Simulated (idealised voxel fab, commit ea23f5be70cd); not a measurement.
process module | voxel fin reveal
cross-section cut | 300 nm wide | cells 5 nm
A cross-section is a grid of square cells, given in bands from the top down. A band is one or more rows of cells.
Each band's line starts with the height of the band's top and of its bottom, in nm. Then come its materials from left to right, each with its width in nm. One material with "throughout" fills the band from edge to edge. "air" is empty space.
Height 0 is the level under which the wafer as received is all one material. The lowest band goes on downwards, as in "0 down".
A width such as "30 to 40" changes by the same amount from each row of cells to the next, from the band's top row to its bottom row.
"no change" after a step means that no cell of the cross-section changed.
closed voids: empty space of 8 cells or more with no open way to the top, each as width x height at its distance from the left edge, in nm
after a step's settings: what the simulator itself notes on the step
overlay nm, on a step with a mask: how far to the right of its planned place the mask lay; to the left if negative
Each pair below shows a cross-section before one step and the cross-section after it, down to the lowest band that changed. The line under each pair gives the step between them, with its settings. The pairs can come from different runs of this module on the same starting wafer, so a pair continues from the pair above only where its "before" says so.
before
  0 down: Si throughout
  closed voids: none
after
  10 to 0: SiN throughout
  below 0: unchanged
  closed voids: none
the step between: op CONFORMAL_DEP | material SiN | thk nm 10
before: the cross-section after the pair above
after
  30 to 10: air 125 | resist 15 | air 20 | resist 15 | air 125
  below 10: unchanged
  closed voids: none
the step between: op PATTERN | tone cover | mask id FINS | material resist | width nm 15 | pitch nm 35 | thk nm 20 | overlay nm 0
before: the cross-section after the pair above
after
  30 to 10: air 125 | resist 15 | air 20 | resist 15 | air 125
  10 to 0: air 125 | SiN 15 | air 20 | SiN 15 | air 125
  below 0: unchanged
  closed voids: none
the step between: op DIRECTIONAL_ETCH | etch materials SiN | depth nm 10
before: the cross-section after the pair above
after
  30 to 10: air 125 | resist 15 | air 20 | resist 15 | air 125
  10 to 0: air 125 | SiN 15 | air 20 | SiN 15 | air 125
  0 to -35: air 125 | Si 15 | air 20 | Si 15 | air 125
  below -35: unchanged
  closed voids: none
the step between: op DIRECTIONAL_ETCH | etch materials Si | depth nm 35
before: the cross-section after the pair above
after
  10 to 0: air 125 | SiN 15 | air 20 | SiN 15 | air 125
  below 0: unchanged
  closed voids: none
the step between: op STRIP | etch materials resist
before: the cross-section after the pair above
after
  10 to 0: air 125 | SiN 15 | air 20 | SiN 15 | air 125
  0 to -35: air 125 | SiO2 5 | Si 5 | SiO2 5 | air 20 | SiO2 5 | Si 5 | SiO2 5 | air 125
  -35 to -40: SiO2 130 | Si 5 | SiO2 30 | Si 5 | SiO2 130
  below -40: unchanged
  closed voids: none
the step between: op OXIDIZE | depth nm 5
before: the cross-section after the pair above
after
  25 to 10: SiO2 throughout
  10 to 0: SiO2 125 | SiN 15 | SiO2 20 | SiN 15 | SiO2 125
  0 to -40: SiO2 130 | Si 5 | SiO2 30 | Si 5 | SiO2 130
  below -40: unchanged
  closed voids: none
the step between: op FILL_DEP | material SiO2 | thk nm 15
before: the cross-section after the pair above
after
  10 to 0: SiO2 125 | SiN 15 | SiO2 20 | SiN 15 | SiO2 125
  below 0: unchanged
  closed voids: none
the step between: op CMP | height nm 10
before: the cross-section after the pair above
after
  10 to 0: air 125 | SiN 15 | air 20 | SiN 15 | air 125
  0 to -15: air 130 | Si 5 | air 30 | Si 5 | air 130
  below -15: unchanged
  closed voids: none
the step between: op SELECTIVE_ETCH | etch materials SiO2 | depth nm 25
before: the cross-section after the pair above
after
  0 to -15: air 130 | Si 5 | air 30 | Si 5 | air 130
  below -15: unchanged
  closed voids: none
the step between: op STRIP | etch materials SiN
before
  30 to 10: air 125 | resist 15 | air 20 | resist 15 | air 125
  10 to 0: air 125 | SiN 15 | air 20 | SiN 15 | air 125
  0 to -35: air 125 | Si 15 | air 20 | Si 15 | air 125
  -35 down: Si throughout
  closed voids: none
after
  30 to 10: air 125 | resist 15 | air 20 | resist 15 | air 125
  10 to 0: air 125 | SiN 15 | air 20 | SiN 15 | air 125
  0 to -70: air 125 | Si 15 | air 20 | Si 15 | air 125
  below -70: unchanged
  closed voids: none
the step between: op DIRECTIONAL_ETCH | etch materials Si | depth nm 35
before: the cross-section after the pair above
after
  10 to 0: air 125 | SiN 15 | air 20 | SiN 15 | air 125
  below 0: unchanged
  closed voids: none
the step between: op STRIP | etch materials resist
before: the cross-section after the pair above
after
  10 to 0: air 125 | SiN 15 | air 20 | SiN 15 | air 125
  0 to -70: air 125 | SiO2 5 | Si 5 | SiO2 5 | air 20 | SiO2 5 | Si 5 | SiO2 5 | air 125
  -70 to -75: SiO2 130 | Si 5 | SiO2 30 | Si 5 | SiO2 130
  below -75: unchanged
  closed voids: none
the step between: op OXIDIZE | depth nm 5
before: the cross-section after the pair above
after
  25 to 10: SiO2 throughout
  10 to 0: SiO2 125 | SiN 15 | SiO2 20 | SiN 15 | SiO2 125
  0 to -75: SiO2 130 | Si 5 | SiO2 30 | Si 5 | SiO2 130
  below -75: unchanged
  closed voids: none
the step between: op FILL_DEP | material SiO2 | thk nm 15
before: the cross-section after the pair above
after
  10 to 0: SiO2 125 | SiN 15 | SiO2 20 | SiN 15 | SiO2 125
  below 0: unchanged
  closed voids: none
the step between: op CMP | height nm 10
before: the cross-section after the pair above
after
  10 to 0: air 125 | SiN 15 | air 20 | SiN 15 | air 125
  0 to -15: air 130 | Si 5 | air 30 | Si 5 | air 130
  below -15: unchanged
  closed voids: none
the step between: op SELECTIVE_ETCH | etch materials SiO2 | depth nm 25
before: the cross-section after the pair above
after
  0 to -15: air 130 | Si 5 | air 30 | Si 5 | air 130
  below -15: unchanged
  closed voids: none
the step between: op STRIP | etch materials SiN
before
  10 to 0: SiO2 125 | SiN 15 | SiO2 20 | SiN 15 | SiO2 125
  0 to -40: SiO2 130 | Si 5 | SiO2 30 | Si 5 | SiO2 130
  -40 down: Si throughout
  closed voids: none
after
  10 to 0: SiO2 125 | air 15 | SiO2 20 | air 15 | SiO2 125
  below 0: unchanged
  closed voids: none
the step between: op STRIP | etch materials SiN
before: the cross-section after the pair above
after
  0 to -15: air 130 | Si 5 | air 30 | Si 5 | air 130
  -15 to -25: SiO2 100 | air 30 | Si 5 | air 30 | Si 5 | air 30 | SiO2 100
  below -25: unchanged
  closed voids: none
the step between: op SELECTIVE_ETCH | etch materials SiO2 | depth nm 25
before
  30 to 10: air 125 | resist 15 | air 20 | resist 15 | air 125
  10 to 0: air 125 | SiN 15 | air 20 | SiN 15 | air 125
  0 down: Si throughout
  closed voids: none
after
  30 to 10: air 125 | resist 15 | air 20 | resist 15 | air 125
  10 to 0: air 125 | SiN 15 | air 20 | SiN 15 | air 125
  0 to -25: air 125 | Si 15 | air 20 | Si 15 | air 125
  below -25: unchanged
  closed voids: none
the step between: op DIRECTIONAL_ETCH | etch materials Si | depth nm 25
before: the cross-section after the pair above
after
  10 to 0: air 125 | SiN 15 | air 20 | SiN 15 | air 125
  below 0: unchanged
  closed voids: none
the step between: op STRIP | etch materials resist
before: the cross-section after the pair above
after
  10 to 0: air 125 | SiN 15 | air 20 | SiN 15 | air 125
  0 to -25: air 125 | SiO2 5 | Si 5 | SiO2 5 | air 20 | SiO2 5 | Si 5 | SiO2 5 | air 125
  -25 to -30: SiO2 130 | Si 5 | SiO2 30 | Si 5 | SiO2 130
  below -30: unchanged
  closed voids: none
the step between: op OXIDIZE | depth nm 5
before: the cross-section after the pair above
after
  25 to 10: SiO2 throughout
  10 to 0: SiO2 125 | SiN 15 | SiO2 20 | SiN 15 | SiO2 125
  0 to -30: SiO2 130 | Si 5 | SiO2 30 | Si 5 | SiO2 130
  below -30: unchanged
  closed voids: none
the step between: op FILL_DEP | material SiO2 | thk nm 15
before: the cross-section after the pair above
after
  10 to 0: SiO2 125 | SiN 15 | SiO2 20 | SiN 15 | SiO2 125
  below 0: unchanged
  closed voids: none
the step between: op CMP | height nm 10
before: the cross-section after the pair above
after
  10 to 0: air 125 | SiN 15 | air 20 | SiN 15 | air 125
  0 to -15: air 130 | Si 5 | air 30 | Si 5 | air 130
  below -15: unchanged
  closed voids: none
the step between: op SELECTIVE_ETCH | etch materials SiO2 | depth nm 25
before: the cross-section after the pair above
after
  0 to -15: air 130 | Si 5 | air 30 | Si 5 | air 130
  below -15: unchanged
  closed voids: none
the step between: op STRIP | etch materials SiN
before
  10 to 0: SiN throughout
  0 down: Si throughout
  closed voids: none
after
  30 to 10: air 125 | resist 20 | air 15 | resist 20 | air 120
  below 10: unchanged
  closed voids: none
the step between: op PATTERN | tone cover | mask id FINS | material resist | width nm 20 | pitch nm 35 | thk nm 20 | overlay nm 0
before: the cross-section after the pair above
after
  30 to 10: air 125 | resist 20 | air 15 | resist 20 | air 120
  10 to 0: air 125 | SiN 20 | air 15 | SiN 20 | air 120
  below 0: unchanged
  closed voids: none
the step between: op DIRECTIONAL_ETCH | etch materials SiN | depth nm 10
before: the cross-section after the pair above
after
  30 to 10: air 125 | resist 20 | air 15 | resist 20 | air 120
  10 to 0: air 125 | SiN 20 | air 15 | SiN 20 | air 120
  0 to -35: air 125 | Si 20 | air 15 | Si 20 | air 120
  below -35: unchanged
  closed voids: none
the step between: op DIRECTIONAL_ETCH | etch materials Si | depth nm 35
before: the cross-section after the pair above
after
  10 to 0: air 125 | SiN 20 | air 15 | SiN 20 | air 120
  below 0: unchanged
  closed voids: none
the step between: op STRIP | etch materials resist
before: the cross-section after the pair above
after
  10 to 0: air 125 | SiN 20 | air 15 | SiN 20 | air 120
  0 to -35: air 125 | SiO2 5 | Si 10 | SiO2 5 | air 15 | SiO2 5 | Si 10 | SiO2 5 | air 120
  -35 to -40: SiO2 130 | Si 10 | SiO2 25 | Si 10 | SiO2 125
  below -40: unchanged
  closed voids: none
the step between: op OXIDIZE | depth nm 5
before: the cross-section after the pair above
after
  25 to 10: SiO2 throughout
  10 to 0: SiO2 125 | SiN 20 | SiO2 15 | SiN 20 | SiO2 120
  0 to -40: SiO2 130 | Si 10 | SiO2 25 | Si 10 | SiO2 125
  below -40: unchanged
  closed voids: none
the step between: op FILL_DEP | material SiO2 | thk nm 15
before: the cross-section after the pair above
after
  10 to 0: SiO2 125 | SiN 20 | SiO2 15 | SiN 20 | SiO2 120
  below 0: unchanged
  closed voids: none
the step between: op CMP | height nm 10
before: the cross-section after the pair above
after
  10 to 0: air 125 | SiN 20 | air 15 | SiN 20 | air 120
  0 to -15: air 130 | Si 10 | air 25 | Si 10 | air 125
  below -15: unchanged
  closed voids: none
the step between: op SELECTIVE_ETCH | etch materials SiO2 | depth nm 25
before: the cross-section after the pair above
after
  0 to -15: air 130 | Si 10 | air 25 | Si 10 | air 125
  below -15: unchanged
  closed voids: none
the step between: op STRIP | etch materials SiN
before
  10 to 0: SiN throughout
  0 down: Si throughout
  closed voids: none
after
  30 to 10: air 130 | resist 15 | air 20 | resist 15 | air 120
  below 10: unchanged
  closed voids: none
the step between: op PATTERN | tone cover | mask id FINS | material resist | width nm 15 | pitch nm 35 | thk nm 20 | overlay nm 5
before: the cross-section after the pair above
after
  30 to 10: air 130 | resist 15 | air 20 | resist 15 | air 120
  10 to 0: air 130 | SiN 15 | air 20 | SiN 15 | air 120
  below 0: unchanged
  closed voids: none
the step between: op DIRECTIONAL_ETCH | etch materials SiN | depth nm 10
before: the cross-section after the pair above
after
  30 to 10: air 130 | resist 15 | air 20 | resist 15 | air 120
  10 to 0: air 130 | SiN 15 | air 20 | SiN 15 | air 120
  0 to -35: air 130 | Si 15 | air 20 | Si 15 | air 120
  below -35: unchanged
  closed voids: none
the step between: op DIRECTIONAL_ETCH | etch materials Si | depth nm 35
before: the cross-section after the pair above
after
  10 to 0: air 130 | SiN 15 | air 20 | SiN 15 | air 120
  below 0: unchanged
  closed voids: none
the step between: op STRIP | etch materials resist
before: the cross-section after the pair above
after
  10 to 0: air 130 | SiN 15 | air 20 | SiN 15 | air 120
  0 to -35: air 130 | SiO2 5 | Si 5 | SiO2 5 | air 20 | SiO2 5 | Si 5 | SiO2 5 | air 120
  -35 to -40: SiO2 135 | Si 5 | SiO2 30 | Si 5 | SiO2 125
  below -40: unchanged
  closed voids: none
the step between: op OXIDIZE | depth nm 5
before: the cross-section after the pair above
after
  25 to 10: SiO2 throughout
  10 to 0: SiO2 130 | SiN 15 | SiO2 20 | SiN 15 | SiO2 120
  0 to -40: SiO2 135 | Si 5 | SiO2 30 | Si 5 | SiO2 125
  below -40: unchanged
  closed voids: none
the step between: op FILL_DEP | material SiO2 | thk nm 15
before: the cross-section after the pair above
after
  10 to 0: SiO2 130 | SiN 15 | SiO2 20 | SiN 15 | SiO2 120
  below 0: unchanged
  closed voids: none
the step between: op CMP | height nm 10
before: the cross-section after the pair above
after
  10 to 0: air 130 | SiN 15 | air 20 | SiN 15 | air 120
  0 to -15: air 135 | Si 5 | air 30 | Si 5 | air 125
  below -15: unchanged
  closed voids: none
the step between: op SELECTIVE_ETCH | etch materials SiO2 | depth nm 25
before: the cross-section after the pair above
after
  0 to -15: air 135 | Si 5 | air 30 | Si 5 | air 125
  below -15: unchanged
  closed voids: none
the step between: op STRIP | etch materials SiN
before
  10 to 0: air 125 | SiN 15 | air 20 | SiN 15 | air 125
  0 to -15: air 130 | Si 5 | air 30 | Si 5 | air 130
  -15 to -40: SiO2 130 | Si 5 | SiO2 30 | Si 5 | SiO2 130
  -40 down: Si throughout
  closed voids: none
after
  10 to 0: air 125 | SiN 15 | air 20 | SiN 15 | air 125
  0 to -40: air 130 | Si 5 | air 30 | Si 5 | air 130
  below -40: unchanged
  closed voids: none
the step between: op STRIP | etch materials SiO2
before
  10 to 0: SiN throughout
  0 down: Si throughout
  closed voids: none
after
  30 to 10: resist 125 | air 15 | resist 20 | air 15 | resist 125
  below 10: unchanged
  closed voids: none
the step between: op PATTERN | tone open | mask id FINS | material resist | width nm 15 | pitch nm 35 | thk nm 20 | overlay nm 0
before: the cross-section after the pair above
after
  30 to 10: resist 125 | air 15 | resist 20 | air 15 | resist 125
  10 to 0: SiN 125 | air 15 | SiN 20 | air 15 | SiN 125
  below 0: unchanged
  closed voids: none
the step between: op DIRECTIONAL_ETCH | etch materials SiN | depth nm 10
before: the cross-section after the pair above
after
  30 to 10: resist 125 | air 15 | resist 20 | air 15 | resist 125
  10 to 0: SiN 125 | air 15 | SiN 20 | air 15 | SiN 125
  0 to -35: Si 125 | air 15 | Si 20 | air 15 | Si 125
  below -35: unchanged
  closed voids: none
the step between: op DIRECTIONAL_ETCH | etch materials Si | depth nm 35
before: the cross-section after the pair above
after
  10 to 0: SiN 125 | air 15 | SiN 20 | air 15 | SiN 125
  below 0: unchanged
  closed voids: none
the step between: op STRIP | etch materials resist
before: the cross-section after the pair above
after
  10 to 0: SiN 125 | air 15 | SiN 20 | air 15 | SiN 125
  0 to -35: Si 120 | SiO2 5 | air 15 | SiO2 5 | Si 10 | SiO2 5 | air 15 | SiO2 5 | Si 120
  -35 to -40: Si 120 | SiO2 25 | Si 10 | SiO2 25 | Si 120
  below -40: unchanged
  closed voids: none
the step between: op OXIDIZE | depth nm 5
before: the cross-section after the pair above
after
  25 to 10: SiO2 throughout
  10 to 0: SiN 125 | SiO2 15 | SiN 20 | SiO2 15 | SiN 125
  0 to -40: Si 120 | SiO2 25 | Si 10 | SiO2 25 | Si 120
  below -40: unchanged
  closed voids: none
the step between: op FILL_DEP | material SiO2 | thk nm 15
before: the cross-section after the pair above
after
  10 to 0: SiN 125 | SiO2 15 | SiN 20 | SiO2 15 | SiN 125
  below 0: unchanged
  closed voids: none
the step between: op CMP | height nm 10
before: the cross-section after the pair above
after
  10 to 0: SiN 125 | air 15 | SiN 20 | air 15 | SiN 125
  0 to -15: Si 120 | air 25 | Si 10 | air 25 | Si 120
  below -15: unchanged
  closed voids: none
the step between: op SELECTIVE_ETCH | etch materials SiO2 | depth nm 25
before: the cross-section after the pair above
after
  0 to -15: Si 120 | air 25 | Si 10 | air 25 | Si 120
  below -15: unchanged
  closed voids: none
the step between: op STRIP | etch materials SiN
